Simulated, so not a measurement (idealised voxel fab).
process module | voxel ribs on slabs
cross-section cut | 175 nm wide | cells 5 nm
A cross-section is a grid of square cells, given in bands from the top down. A band is one or more rows of cells.
Each band's line starts with the height of the band's top and of its bottom, in nm. Then come its materials from left to right, each with its width in nm. One material with "throughout" fills the band from edge to edge. "air" is empty space.
Height 0 is the level under which the wafer as received is all one material. The lowest band goes on downwards, as in "0 down".
A width such as "30 to 40" changes by the same amount from each row of cells to the next, from the band's top row to its bottom row.
"no change" after a step means that no cell of the cross-section changed.
closed voids: empty space of 8 cells or more with no open way to the top, each as width x height at its distance from the left edge, in nm
after a step's settings: what the simulator itself notes on the step
overlay nm, on a step with a mask: how far to the right of its planned place the mask lay; to the left if negative
plan
1 op RECEIVE | material Si
2 op DIRECTIONAL_DEP | material SiO2 | thk nm 25
3 op DIRECTIONAL_DEP | material polySi | thk nm 15
4 op DIRECTIONAL_DEP | material aC | thk nm 10
5 op PATTERN | tone cover | mask id RIB | material resist | width nm 20 | thk nm 25 | overlay nm 0
6 op DIRECTIONAL_ETCH | etch materials aC | depth nm 10
7 op STRIP | etch materials resist
8 op DIRECTIONAL_ETCH | etch materials polySi | depth nm 10
9 op STRIP | etch materials aC
10 op PATTERN | tone cover | mask id SLAB | material resist | width nm 70 | thk nm 15 | overlay nm 0
11 op DIRECTIONAL_ETCH | etch materials polySi | depth nm 5
12 op STRIP | etch materials resist
13 op FILL_DEP | material SiO2 | thk nm 25
14 op CMP | height nm 60
15 op DIRECTIONAL_DEP | material TiN | thk nm 10
16 op DIRECTIONAL_DEP | material aC | thk nm 15
17 op PATTERN | tone cover | mask id HEATER | material resist | width nm 30 | thk nm 35 | overlay nm 0
18 op DIRECTIONAL_ETCH | etch materials aC | depth nm 15
19 op STRIP | etch materials resist
20 op DIRECTIONAL_ETCH | etch materials TiN | depth nm 10
21 op STRIP | etch materials aC
22 op CONFORMAL_DEP | material SiO2 | thk nm 5
as received, after step 1
  0 down: Si throughout
  closed voids: none
first wafer at the end, as planned
  75 to 70: air 65 | SiO2 40 | air 70
  70 to 65: air 65 | SiO2 5 | TiN 30 | SiO2 5 | air 70
  65 to 60: SiO2 70 | TiN 30 | SiO2 75
  60 to 40: SiO2 throughout
  40 to 30: SiO2 75 | polySi 20 | SiO2 80
  30 to 25: SiO2 50 | polySi 70 | SiO2 55
  25 to 0: SiO2 throughout
  0 down: Si throughout
  closed voids: none
second wafer at the end: like start, like plan, one mistake
  75 to 70: air 65 | SiO2 40 | air 70
  70 to 65: air 65 | SiO2 5 | TiN 30 | SiO2 5 | air 70
  65 to 60: SiO2 70 | TiN 30 | SiO2 75
  60 to 15: SiO2 throughout
  15 to 0: polySi throughout
  0 down: Si throughout
  closed voids: none
what went wrong: steps 2 and 3 were swapped
at the end the second wafer has, in cells: 83 fewer of SiO2 | 83 more of polySi
